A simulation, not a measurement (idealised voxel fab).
process module | voxel released beams
cross-section cut | 285 nm wide | cells 5 nm
A cross-section is a grid of square cells, given in bands from the top down. A band is one or more rows of cells.
Each band's line starts with the height of the band's top and of its bottom, in nm. Then come its materials from left to right, each with its width in nm. One material with "throughout" fills the band from edge to edge. "air" is empty space.
Height 0 is the level under which the wafer as received is all one material. The lowest band goes on downwards, as in "0 down".
A width such as "30 to 40" changes by the same amount from each row of cells to the next, from the band's top row to its bottom row.
"no change" after a step means that no cell of the cross-section changed.
closed voids: empty space of 8 cells or more with no open way to the top, each as width x height at its distance from the left edge, in nm
after a step's settings: what the simulator itself notes on the step
overlay nm, on a step with a mask: how far to the right of its planned place the mask lay; to the left if negative
plan
1 op RECEIVE | material Si
2 op CONFORMAL_DEP | material Al2O3 | thk nm 5
3 op DIRECTIONAL_DEP | material SiO2 | thk nm 20
4 op PATTERN | tone open | mask id ANCHOR | material resist | width nm 35 | thk nm 15 | overlay nm 0
5 op DIRECTIONAL_ETCH | etch materials SiO2 | depth nm 20
6 op STRIP | etch materials resist
7 op CONFORMAL_DEP | material W | thk nm 15
8 op MASKED_ETCH | tone cover | mask id BEAM | width nm 95 | etch materials W | depth nm 15 | overlay nm 0
9 op STRIP | etch materials SiO2
as received, after step 1
  0 down: Si throughout
  closed voids: none
a wafer at the end: this start, this plan, one mistake
  40 to 25: air 90 | W 20 | air 5 | W 70 | air 100
  25 to 20: air 95 | W 15 | air 5 | W 15 | air 155
  20 to 5: air 95 | W 35 | air 155
  5 to 0: W throughout
  0 down: Si throughout
  closed voids: none
what went wrong: step 2 ran as: op CONFORMAL_DEP | material W | thk nm 5
